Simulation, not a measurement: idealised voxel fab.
Presented below is a process module, voxel ribs on slabs.
The width of the displayed cross-section, cut, is 220 nm; its cells are square, with a size of 5 nm.
In this document a cross-section is written as a grid of square cells. It is given as a series of bands, listed from the top down, and a band is one or more rows of cells. Band entry format. Leading values: height of top, height of bottom, nm. Remainder: materials in left-to-right order, each with its width in nm. Special words: "edge to edge" on a single material, which then fills the band edge to edge; "blank", empty space. For the purposes of this specification, 0 denotes the height below which the wafer in its as-received condition is composed wholly of one material, and the lowermost band, lacking a lower limit, extends downward without end, as expressed in "z 0 and below". Quick explanation for "30->40": the width changes in equal steps down the rows of cells, from the first number in the band's top row to the second number in its bottom row. For the purposes of this document, the phrase "identical to before" attached to a step denotes that no cell within the cross-section was modified by that step. "Sealed voids" enumerates empty spaces isolated from the top, with no open way to it, that contain at least 8 cells, giving each as width x height at distance from the left edge, all three in nm. On a step's line, text after the settings is the simulator commenting on that step. On any step carrying a mask, the "overlay nm" setting, if present on the step's line, tells how far right of its planned place the mask lay; negative values point to the left.

Listed below are the process steps as planned
1 RECEIVE with material Si
2 DIRECTIONAL_DEP with material SiO2, thk nm 30
3 DIRECTIONAL_DEP with material polySi, thk nm 15
4 MASKED_ETCH with tone cover, mask id RIB, width nm 15, etch materials polySi, depth nm 10, overlay nm 0
5 MASKED_ETCH with tone cover, mask id SLAB, width nm 65, etch materials polySi, depth nm 5, overlay nm 0
6 FILL_DEP with material SiO2, thk nm 25
7 CMP with height nm 65
8 DIRECTIONAL_DEP with material TiN, thk nm 10
9 PATTERN with tone cover, mask id HEATER, material resist, width nm 25, thk nm 20, overlay nm 0
10 DIRECTIONAL_ETCH with etch materials TiN, depth nm 10
11 STRIP with etch materials resist
12 CONFORMAL_DEP with material SiO2, thk nm 5

Cross-section of the wafer upon arrival, representing the state reached after step 1
	z 0 and below: Si edge to edge
	Sealed voids: none

The first of two wafers, cross-sectioned at the end of the module, with the run proceeding as planned
	z 80 to 75: blank=90 | SiO2=35 | blank=95
	z 75 to 70: blank=90 | SiO2=5 | TiN=25 | SiO2=5 | blank=95
	z 70 to 65: SiO2=95 | TiN=25 | SiO2=100
	z 65 to 45: SiO2 edge to edge
	z 45 to 35: SiO2=100 | polySi=15 | SiO2=105
	z 35 to 30: SiO2=75 | polySi=65 | SiO2=80
	z 30 to 0: SiO2 edge to edge
	z 0 and below: Si edge to edge
	Sealed voids: none

End of module, second wafer, cross-section. Started like the first, planned like the first, run with one mistake
	z 75 to 65: blank=95 | TiN=25 | blank=100
	z 65 to 45: SiO2 edge to edge
	z 45 to 35: SiO2=100 | polySi=15 | SiO2=105
	z 35 to 30: SiO2=75 | polySi=65 | SiO2=80
	z 30 to 0: SiO2 edge to edge
	z 0 and below: Si edge to edge
	Sealed voids: none
Error vs. plan: step 12 from the plan never happened, it was just skipped
Materials where the second wafer ends with more or fewer cells than the first: -48 SiO2
